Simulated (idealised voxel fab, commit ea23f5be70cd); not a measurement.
Process module under the name voxel transistor to metal
The cross-section shown here is cut; it is 160 nm wide and divided into square cells measuring 5 nm on a side.
Cross-section, as written here: a square-cell grid given band by band from the top down, where a band holds one or more rows of cells. Read a band's entry like this: the first values are the height of its top and the height of its bottom in nm, and what follows is the sequence of materials from left to right, each with its width in nm. Note that "air" is empty space, and that a single material marked "all across" reaches across the band from edge to edge. Below 0: as-received wafer, all one material; heights counted from there. Lowest band: no bottom, goes on down, written "0 nm and below". So if you see something like "30 to 40" for the width, read it as the top row of the band sitting at the first number and the bottom row at the second, with every row in between moving by the same amount as the last. "left unchanged" means the step left every cell of the cross-section as it was. If an empty space has no open way to the top and is at least 8 cells in size, "Trapped voids" lists it, written width x height at distance, where distance is measured from the left edge and every value is in nm. If you see something after the settings on a step's line, that's the simulator's own remark about that step. The optional step-line setting "overlay nm" applies to steps with a mask and quantifies how far to the right of its planned location the mask lay, a negative value indicating leftward placement. Before/after cross-section pairs, one process step each; after shown to lowest changed band; step and settings beneath. Pairs may be from different runs of this module on the same starting wafer; a pair continues from the one above only where its "Pre-process cross-section" entry says so.

### Pre-process cross-section
  65 nm to 55 nm | Ru all across
  55 nm to 50 nm | TiN 35, Ru 25, TiN 40, Ru 25, TiN 35
  50 nm to 40 nm | SiO2 30, TiN 5, Ru 25, TiN 5, SiO2 30, TiN 5, Ru 25, TiN 5, SiO2 30
  40 nm to 35 nm | SiO2 30, TiN 5, Ru 20, TiN 10, SiO2 30, TiN 10, Ru 20, TiN 5, SiO2 30
  35 nm to 25 nm | SiO2 30, TiN 5, Ru 20, TiN 5, SiN 10, SiCN 20, SiN 10, TiN 5, Ru 20, TiN 5, SiO2 30
  25 nm to 0 nm | SiO2 30, TiN 5, Ru 20, TiN 5, SiN 10, polySi 20, SiN 10, TiN 5, Ru 20, TiN 5, SiO2 30
  0 nm to -5 nm | SiO2 20, SiN 10, TiN 30, SiN 10, polySi 20, SiN 10, TiN 30, SiO2 10, SiN 10, SiO2 10
  -5 nm to -10 nm | SiO2 30, nSi 30, SiO2 40, nSi 40, SiO2 20
  -10 nm to -30 nm | SiO2 30, Si 110, SiO2 20
  -30 nm and below | Si all across
  Trapped voids: none

### Cross-Section After Step
  50 nm to 40 nm | SiO2 30, TiN 5, Ru 25, TiN 5, SiO2 30, TiN 5, Ru 25, TiN 5, SiO2 30
  Everything below 40 is unchanged.
  Trapped voids: none
Step taken after the before cross-section and before the after cross-section above: CMP: height nm 50

Pre-process cross-section: taken from the pair above, after panel.

### Cross-Section After Step
  55 nm to 50 nm | SiN all across
  Everything below 50 is unchanged.
  Trapped voids: none
Step taken after the before cross-section and before the after cross-section above: CONFORMAL_DEP: material SiN, thk nm 5

Pre-process cross-section: taken from the pair above, after panel.

### Cross-Section After Step
  80 nm to 55 nm | SiO2 all across
  Everything below 55 is unchanged.
  Trapped voids: none
Step taken after the before cross-section and before the after cross-section above: DIRECTIONAL_DEP: material SiO2, thk nm 25

Pre-process cross-section: taken from the pair above, after panel.

### Cross-Section After Step
  95 nm to 80 nm | aC all across
  Everything below 80 is unchanged.
  Trapped voids: none
Step taken after the before cross-section and before the after cross-section above: DIRECTIONAL_DEP: material aC, thk nm 15

Pre-process cross-section: taken from the pair above, after panel.

### Cross-Section After Step
  125 nm to 95 nm | resist 30, air 20, resist 60, air 20, resist 30
  Everything below 95 is unchanged.
  Trapped voids: none
Step taken after the before cross-section and before the after cross-section above: PATTERN: tone open, mask id METAL_1, material resist, width nm 20, pitch nm 80, thk nm 30, overlay nm 0

Pre-process cross-section: taken from the pair above, after panel.

### Cross-Section After Step
  110 nm to 95 nm | resist 30, air 20, resist 60, air 20, resist 30
  95 nm to 80 nm | aC 30, air 20, aC 60, air 20, aC 30
  Everything below 80 is unchanged.
  Trapped voids: none
Step taken after the before cross-section and before the after cross-section above: DIRECTIONAL_ETCH: etch materials aC, depth nm 15

Pre-process cross-section: taken from the pair above, after panel.

### Cross-Section After Step
  95 nm to 80 nm | aC 30, air 20, aC 60, air 20, aC 30
  Everything below 80 is unchanged.
  Trapped voids: none
Step taken after the before cross-section and before the after cross-section above: STRIP: etch materials resist

Pre-process cross-section: taken from the pair above, after panel.

### Cross-Section After Step
  95 nm to 80 nm | aC 30, air 20, aC 60, air 20, aC 30
  80 nm to 55 nm | SiO2 30, air 20, SiO2 60, air 20, SiO2 30
  Everything below 55 is unchanged.
  Trapped voids: none
Step taken after the before cross-section and before the after cross-section above: DIRECTIONAL_ETCH: etch materials SiO2, depth nm 25

Pre-process cross-section: taken from the pair above, after panel.

### Cross-Section After Step
  95 nm to 80 nm | aC 30, air 20, aC 60, air 20, aC 30
  80 nm to 55 nm | SiO2 30, air 20, SiO2 60, air 20, SiO2 30
  55 nm to 50 nm | SiN 30, air 20, SiN 60, air 20, SiN 30
  Everything below 50 is unchanged.
  Trapped voids: none
Step taken after the before cross-section and before the after cross-section above: DIRECTIONAL_ETCH: etch materials SiN, depth nm 5

Pre-process cross-section: taken from the pair above, after panel.

### Cross-Section After Step
  80 nm to 55 nm | SiO2 30, air 20, SiO2 60, air 20, SiO2 30
  Everything below 55 is unchanged.
  Trapped voids: none
Step taken after the before cross-section and before the after cross-section above: STRIP: etch materials aC

Pre-process cross-section: taken from the pair above, after panel.

### Cross-Section After Step
  85 nm to 80 nm | TiN 35, air 10, TiN 70, air 10, TiN 35
  80 nm to 55 nm | SiO2 30, TiN 5, air 10, TiN 5, SiO2 60, TiN 5, air 10, TiN 5, SiO2 30
  55 nm to 50 nm | SiN 30, TiN 20, SiN 60, TiN 20, SiN 30
  Everything below 50 is unchanged.
  Trapped voids: none
Step taken after the before cross-section and before the after cross-section above: CONFORMAL_DEP: material TiN, thk nm 5

Pre-process cross-section: taken from the pair above, after panel.

### Cross-Section After Step
  90 nm to 85 nm | W all across
  85 nm to 80 nm | TiN 35, W 10, TiN 70, W 10, TiN 35
  80 nm to 55 nm | SiO2 30, TiN 5, W 10, TiN 5, SiO2 60, TiN 5, W 10, TiN 5, SiO2 30
  Everything below 55 is unchanged.
  Trapped voids: none
Step taken after the before cross-section and before the after cross-section above: FILL_DEP: material W, thk nm 5

Pre-process cross-section: taken from the pair above, after panel.

### Cross-Section After Step
  80 nm to 55 nm | SiO2 30, TiN 5, W 10, TiN 5, SiO2 60, TiN 5, W 10, TiN 5, SiO2 30
  Everything below 55 is unchanged.
  Trapped voids: none
Step taken after the before cross-section and before the after cross-section above: CMP: height nm 80

Pre-process cross-section: taken from the pair above, after panel.

### Cross-Section After Step
  85 nm to 80 nm | SiN all across
  Everything below 80 is unchanged.
  Trapped voids: none
Step taken after the before cross-section and before the after cross-section above: CONFORMAL_DEP: material SiN, thk nm 5

### Pre-process cross-section
  30 nm to 25 nm | polySi 15, air 130, polySi 15
  25 nm to 0 nm | polySi all across
  0 nm to -5 nm | SiO2 15, polySi 130, SiO2 15
  -5 nm to -10 nm | SiO2 all across
  -10 nm to -30 nm | SiO2 25, Si 110, SiO2 25
  -30 nm and below | Si all across
  Trapped voids: none

### Cross-Section After Step
  40 nm to 35 nm | SiN 15, air 130, SiN 15
  35 nm to 30 nm | SiN all across
  30 nm to 25 nm | polySi 15, SiN 130, polySi 15
  Everything below 25 is unchanged.
  Trapped voids: none
Step taken after the before cross-section and before the after cross-section above: DIRECTIONAL_DEP: material SiN, thk nm 10

Pre-process cross-section: taken from the pair above, after panel.

### Cross-Section After Step
  55 nm to 40 nm | air 70, resist 20, air 70
  40 nm to 35 nm | SiN 15, air 55, resist 20, air 55, SiN 15
  Everything below 35 is unchanged.
  Trapped voids: none
Step taken after the before cross-section and before the after cross-section above: PATTERN: tone cover, mask id GATE, material resist, width nm 20, thk nm 15, overlay nm 0

Pre-process cross-section: taken from the pair above, after panel.

### Cross-Section After Step
  40 nm to 35 nm | SiN 15, air 130, SiN 15
  Everything below 35 is unchanged.
  Trapped voids: none
Step taken after the before cross-section and before the after cross-section above: STRIP: etch materials resist

Pre-process cross-section: taken from the pair above, after panel.

### Cross-Section After Step
  50 nm to 45 nm | SiN 25, air 110, SiN 25
  45 nm to 30 nm | SiN all across
  Everything below 30 is unchanged.
  Trapped voids: none
Step taken after the before cross-section and before the after cross-section above: CONFORMAL_DEP: material SiN, thk nm 10

Pre-process cross-section: taken from the pair above, after panel.

### Cross-Section After Step
  40 nm to 35 nm | SiN 25, air 110, SiN 25
  Everything below 35 is unchanged.
  Trapped voids: none
Step taken after the before cross-section and before the after cross-section above: DIRECTIONAL_ETCH: etch materials SiN, depth nm 10

Pre-process cross-section: taken from the pair above, after panel.

### Cross-Section After Step
  45 nm to 40 nm | SiO2 all across
  40 nm to 35 nm | SiN 25, SiO2 110, SiN 25
  Everything below 35 is unchanged.
  Trapped voids: none
Step taken after the before cross-section and before the after cross-section above: FILL_DEP: material SiO2, thk nm 5

Pre-process cross-section: taken from the pair above, after panel.

### Cross-Section After Step
  35 nm to 30 nm | SiN all across
  Everything below 30 is unchanged.
  Trapped voids: none
Step taken after the before cross-section and before the after cross-section above: CMP: height nm 35

Pre-process cross-section: taken from the pair above, after panel.

### Cross-Section After Step
  50 nm to 35 nm | SiO2 all across
  Everything below 35 is unchanged.
  Trapped voids: none
Step taken after the before cross-section and before the after cross-section above: DIRECTIONAL_DEP: material SiO2, thk nm 15

Pre-process cross-section: taken from the pair above, after panel.

### Cross-Section After Step
  50 nm to 35 nm | SiO2 30, air 35, SiO2 30, air 35, SiO2 30
  Everything below 35 is unchanged.
  Trapped voids: none
Step taken after the before cross-section and before the after cross-section above: MASKED_ETCH: tone open, mask id CONTACT, width nm 35, pitch nm 65, etch materials SiO2, depth nm 55, overlay nm 0

Pre-process cross-section: taken from the pair above, after panel.

### Cross-Section After Step
  55 nm to 50 nm | TiN 35, air 25, TiN 40, air 25, TiN 35
  50 nm to 40 nm | SiO2 30, TiN 5, air 25, TiN 5, SiO2 30, TiN 5, air 25, TiN 5, SiO2 30
  40 nm to 35 nm | SiO2 30, TiN 35, SiO2 30, TiN 35, SiO2 30
  Everything below 35 is unchanged.
  Trapped voids: none
Step taken after the before cross-section and before the after cross-section above: CONFORMAL_DEP: material TiN, thk nm 5

Pre-process cross-section: taken from the pair above, after panel.

### Cross-Section After Step
  65 nm to 55 nm | Ru all across
  55 nm to 50 nm | TiN 35, Ru 25, TiN 40, Ru 25, TiN 35
  50 nm to 40 nm | SiO2 30, TiN 5, Ru 25, TiN 5, SiO2 30, TiN 5, Ru 25, TiN 5, SiO2 30
  Everything below 40 is unchanged.
  Trapped voids: none
Step taken after the before cross-section and before the after cross-section above: FILL_DEP: material Ru, thk nm 10

Pre-process cross-section: taken from the pair above, after panel.

### Cross-Section After Step
  50 nm to 40 nm | SiO2 30, TiN 5, Ru 25, TiN 5, SiO2 30, TiN 5, Ru 25, TiN 5, SiO2 30
  Everything below 40 is unchanged.
  Trapped voids: none
Step taken after the before cross-section and before the after cross-section above: CMP: height nm 50

Pre-process cross-section: taken from the pair above, after panel.

### Cross-Section After Step
  55 nm to 50 nm | SiN all across
  Everything below 50 is unchanged.
  Trapped voids: none
Step taken after the before cross-section and before the after cross-section above: CONFORMAL_DEP: material SiN, thk nm 5

Pre-process cross-section: taken from the pair above, after panel.

### Cross-Section After Step
  80 nm to 55 nm | SiO2 all across
  Everything below 55 is unchanged.
  Trapped voids: none
Step taken after the before cross-section and before the after cross-section above: DIRECTIONAL_DEP: material SiO2, thk nm 25

Pre-process cross-section: taken from the pair above, after panel.

### Cross-Section After Step
  95 nm to 80 nm | aC all across
  Everything below 80 is unchanged.
  Trapped voids: none
Step taken after the before cross-section and before the after cross-section above: DIRECTIONAL_DEP: material aC, thk nm 15

Pre-process cross-section: taken from the pair above, after panel.

### Cross-Section After Step
  125 nm to 95 nm | resist 30, air 20, resist 60, air 20, resist 30
  Everything below 95 is unchanged.
  Trapped voids: none
Step taken after the before cross-section and before the after cross-section above: PATTERN: tone open, mask id METAL_1, material resist, width nm 20, pitch nm 80, thk nm 30, overlay nm 0

Pre-process cross-section: taken from the pair above, after panel.

### Cross-Section After Step
  110 nm to 95 nm | resist 30, air 20, resist 60, air 20, resist 30
  95 nm to 80 nm | aC 30, air 20, aC 60, air 20, aC 30
  Everything below 80 is unchanged.
  Trapped voids: none
Step taken after the before cross-section and before the after cross-section above: DIRECTIONAL_ETCH: etch materials aC, depth nm 15

Pre-process cross-section: taken from the pair above, after panel.

### Cross-Section After Step
  95 nm to 80 nm | aC 30, air 20, aC 60, air 20, aC 30
  Everything below 80 is unchanged.
  Trapped voids: none
Step taken after the before cross-section and before the after cross-section above: STRIP: etch materials resist

Pre-process cross-section: taken from the pair above, after panel.

### Cross-Section After Step
  95 nm to 80 nm | aC 30, air 20, aC 60, air 20, aC 30
  80 nm to 55 nm | SiO2 30, air 20, SiO2 60, air 20, SiO2 30
  Everything below 55 is unchanged.
  Trapped voids: none
Step taken after the before cross-section and before the after cross-section above: DIRECTIONAL_ETCH: etch materials SiO2, depth nm 25

Pre-process cross-section: taken from the pair above, after panel.

### Cross-Section After Step
  95 nm to 80 nm | aC 30, air 20, aC 60, air 20, aC 30
  80 nm to 55 nm | SiO2 30, air 20, SiO2 60, air 20, SiO2 30
  55 nm to 50 nm | SiN 30, air 20, SiN 60, air 20, SiN 30
  Everything below 50 is unchanged.
  Trapped voids: none
Step taken after the before cross-section and before the after cross-section above: DIRECTIONAL_ETCH: etch materials SiN, depth nm 5

Pre-process cross-section: taken from the pair above, after panel.

### Cross-Section After Step
  80 nm to 55 nm | SiO2 30, air 20, SiO2 60, air 20, SiO2 30
  Everything below 55 is unchanged.
  Trapped voids: none
Step taken after the before cross-section and before the after cross-section above: STRIP: etch materials aC

Pre-process cross-section: taken from the pair above, after panel.

### Cross-Section After Step
  85 nm to 80 nm | TiN 35, air 10, TiN 70, air 10, TiN 35
  80 nm to 55 nm | SiO2 30, TiN 5, air 10, TiN 5, SiO2 60, TiN 5, air 10, TiN 5, SiO2 30
  55 nm to 50 nm | SiN 30, TiN 20, SiN 60, TiN 20, SiN 30
  Everything below 50 is unchanged.
  Trapped voids: none
Step taken after the before cross-section and before the after cross-section above: CONFORMAL_DEP: material TiN, thk nm 5

Pre-process cross-section: taken from the pair above, after panel.

### Cross-Section After Step
  90 nm to 85 nm | W all across
  85 nm to 80 nm | TiN 35, W 10, TiN 70, W 10, TiN 35
  80 nm to 55 nm | SiO2 30, TiN 5, W 10, TiN 5, SiO2 60, TiN 5, W 10, TiN 5, SiO2 30
  Everything below 55 is unchanged.
  Trapped voids: none
Step taken after the before cross-section and before the after cross-section above: FILL_DEP: material W, thk nm 5

Pre-process cross-section: taken from the pair above, after panel.

### Cross-Section After Step
  80 nm to 55 nm | SiO2 30, TiN 5, W 10, TiN 5, SiO2 60, TiN 5, W 10, TiN 5, SiO2 30
  Everything below 55 is unchanged.
  Trapped voids: none
Step taken after the before cross-section and before the after cross-section above: CMP: height nm 80

Pre-process cross-section: taken from the pair above, after panel.

### Cross-Section After Step
  85 nm to 80 nm | SiN all across
  Everything below 80 is unchanged.
  Trapped voids: none
Step taken after the before cross-section and before the after cross-section above: CONFORMAL_DEP: material SiN, thk nm 5

### Pre-process cross-section
  95 nm to 80 nm | aC all across
  80 nm to 55 nm | SiO2 all across
  55 nm to 50 nm | SiN all across
  50 nm to 40 nm | SiO2 30, TiN 5, Ru 25, TiN 5, SiO2 30, TiN 5, Ru 25, TiN 5, SiO2 30
  40 nm to 35 nm | SiO2 30, TiN 5, Ru 20, TiN 10, SiO2 30, TiN 10, Ru 20, TiN 5, SiO2 30
  35 nm to 25 nm | SiO2 30, TiN 5, Ru 20, TiN 5, SiN 10, SiCN 20, SiN 10, TiN 5, Ru 20, TiN 5, SiO2 30
  25 nm to 0 nm | SiO2 30, TiN 5, Ru 20, TiN 5, SiN 10, polySi 20, SiN 10, TiN 5, Ru 20, TiN 5, SiO2 30
  0 nm to -5 nm | SiO2 15, SiN 10, SiO2 5, TiN 30, SiN 10, polySi 20, SiN 10, TiN 30, SiO2 5, SiN 10, SiO2 15
  -5 nm to -10 nm | SiO2 25, nSi 35, SiO2 40, nSi 35, SiO2 25
  -10 nm to -30 nm | SiO2 25, Si 110, SiO2 25
  -30 nm and below | Si all across
  Trapped voids: none

### Cross-Section After Step
  125 nm to 95 nm | air 30, resist 20, air 60, resist 20, air 30
  Everything below 95 is unchanged.
  Trapped voids: none
Step taken after the before cross-section and before the after cross-section above: PATTERN: tone cover, mask id METAL_1, material resist, width nm 20, pitch nm 80, thk nm 30, overlay nm 0

Pre-process cross-section: taken from the pair above, after panel.

### Cross-Section After Step
  110 nm to 95 nm | air 30, resist 20, air 60, resist 20, air 30
  95 nm to 80 nm | air 30, aC 20, air 60, aC 20, air 30
  Everything below 80 is unchanged.
  Trapped voids: none
Step taken after the before cross-section and before the after cross-section above: DIRECTIONAL_ETCH: etch materials aC, depth nm 15

Pre-process cross-section: taken from the pair above, after panel.

### Cross-Section After Step
  95 nm to 80 nm | air 30, aC 20, air 60, aC 20, air 30
  Everything below 80 is unchanged.
  Trapped voids: none
Step taken after the before cross-section and before the after cross-section above: STRIP: etch materials resist

Pre-process cross-section: taken from the pair above, after panel.

### Cross-Section After Step
  95 nm to 80 nm | air 30, aC 20, air 60, aC 20, air 30
  80 nm to 55 nm | air 30, SiO2 20, air 60, SiO2 20, air 30
  Everything below 55 is unchanged.
  Trapped voids: none
Step taken after the before cross-section and before the after cross-section above: DIRECTIONAL_ETCH: etch materials SiO2, depth nm 25

Pre-process cross-section: taken from the pair above, after panel.

### Cross-Section After Step
  95 nm to 80 nm | air 30, aC 20, air 60, aC 20, air 30
  80 nm to 55 nm | air 30, SiO2 20, air 60, SiO2 20, air 30
  55 nm to 50 nm | air 30, SiN 20, air 60, SiN 20, air 30
  Everything below 50 is unchanged.
  Trapped voids: none
Step taken after the before cross-section and before the after cross-section above: DIRECTIONAL_ETCH: etch materials SiN, depth nm 5

Pre-process cross-section: taken from the pair above, after panel.

### Cross-Section After Step
  80 nm to 55 nm | air 30, SiO2 20, air 60, SiO2 20, air 30
  Everything below 55 is unchanged.
  Trapped voids: none
Step taken after the before cross-section and before the after cross-section above: STRIP: etch materials aC

Pre-process cross-section: taken from the pair above, after panel.

### Cross-Section After Step
  85 nm to 80 nm | air 25, TiN 30, air 50, TiN 30, air 25
  80 nm to 55 nm | air 25, TiN 5, SiO2 20, TiN 5, air 50, TiN 5, SiO2 20, TiN 5, air 25
  55 nm to 50 nm | TiN 30, SiN 20, TiN 60, SiN 20, TiN 30
  Everything below 50 is unchanged.
  Trapped voids: none
Step taken after the before cross-section and before the after cross-section above: CONFORMAL_DEP: material TiN, thk nm 5

Pre-process cross-section: taken from the pair above, after panel.

### Cross-Section After Step
  90 nm to 85 nm | W all across
  85 nm to 80 nm | W 25, TiN 30, W 50, TiN 30, W 25
  80 nm to 55 nm | W 25, TiN 5, SiO2 20, TiN 5, W 50, TiN 5, SiO2 20, TiN 5, W 25
  Everything below 55 is unchanged.
  Trapped voids: none
Step taken after the before cross-section and before the after cross-section above: FILL_DEP: material W, thk nm 5

Pre-process cross-section: taken from the pair above, after panel.

### Cross-Section After Step
  80 nm to 55 nm | W 25, TiN 5, SiO2 20, TiN 5, W 50, TiN 5, SiO2 20, TiN 5, W 25
  Everything below 55 is unchanged.
  Trapped voids: none
Step taken after the before cross-section and before the after cross-section above: CMP: height nm 80

Pre-process cross-section: taken from the pair above, after panel.

### Cross-Section After Step
  85 nm to 80 nm | SiN all across
  Everything below 80 is unchanged.
  Trapped voids: none
Step taken after the before cross-section and before the after cross-section above: CONFORMAL_DEP: material SiN, thk nm 5
